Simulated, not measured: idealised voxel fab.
The process module that follows is named voxel local oxidation.
The width of the displayed cross-section, cut, is 205 nm; its cells are square, with a size of 5 nm.
Just so we're on the same page, the cross-sections are grids of square cells, and they're listed out in bands top to bottom, each band one or more rows deep.
What a band's entry tells you: where the top is and where the bottom is, as heights in nm, and after that what lies inside, material by material from left to right, each with its width in nm. Empty space is written as the word "air", and a single material marked with the word "edge to edge" occupies the band from edge to edge.
Height is counted from the level 0, under which the received wafer is composed throughout of one material. The lowest of the bands is not closed at the bottom but continues downward, in the notation "z 0 and below".
The notation "30 to 40" denotes a width that varies across the rows of cells in the band, beginning at the first number in the top row, finishing at the second number in the bottom row, and changing by an identical amount from each row to the next.
Take "no modification" at face value: in the step it is given for, the cross-section changed in none of its cells.
Empty spaces without an open route to the top, at least 8 cells in extent, make up the entry "Enclosed void entries"; each is given as width x height at distance, where the distance is measured from the left edge, and all are in nm.
Step line, after settings: the simulator's comment on this step.
overlay nm: for a step with a mask, the amount by which the mask lay right of where it was planned; a negative amount means left of it.

### Planned process steps
1: RECEIVE: material Si
2: OXIDIZE: depth nm 5
3: CONFORMAL_DEP: material SiN, thk nm 15
4: DIRECTIONAL_DEP: material aC, thk nm 10
5: PATTERN: tone cover, mask id ACTIVE, material resist, width nm 130, thk nm 30, overlay nm 0
6: DIRECTIONAL_ETCH: etch materials aC, depth nm 10
7: STRIP: etch materials resist
8: DIRECTIONAL_ETCH: etch materials SiN, depth nm 15
9: STRIP: etch materials aC
10: SELECTIVE_ETCH: etch materials SiO2, depth nm 5
11: OXIDIZE: depth nm 10
12: STRIP: etch materials SiN

### Cross-section: wafer on arrival = after step 1
z 0 and below | Si edge to edge
Enclosed void entries: none

### Wafer cross-section at module end: first of two, run to plan
z 0 to -5 | 40 air  120 SiO2  45 air
z -5 to -15 | 50 SiO2  100 Si  55 SiO2
z -15 and below | Si edge to edge
Enclosed void entries: none

### Same start, same plan as the first wafer - but one mistake in the run. Cross-section of the second of the two at the end of the module
z 0 to -5 | 30 air  120 SiO2  55 air
z -5 to -15 | 40 SiO2  100 Si  65 SiO2
z -15 and below | Si edge to edge
Enclosed void entries: none
So what did we get wrong on this run? step 5 went in with a setting other than planned; the actual run was PATTERN: tone cover, mask id ACTIVE, material resist, width nm 130, thk nm 30, overlay nm -10
End check, second vs first wafer: material counts in cells match, positions do not.
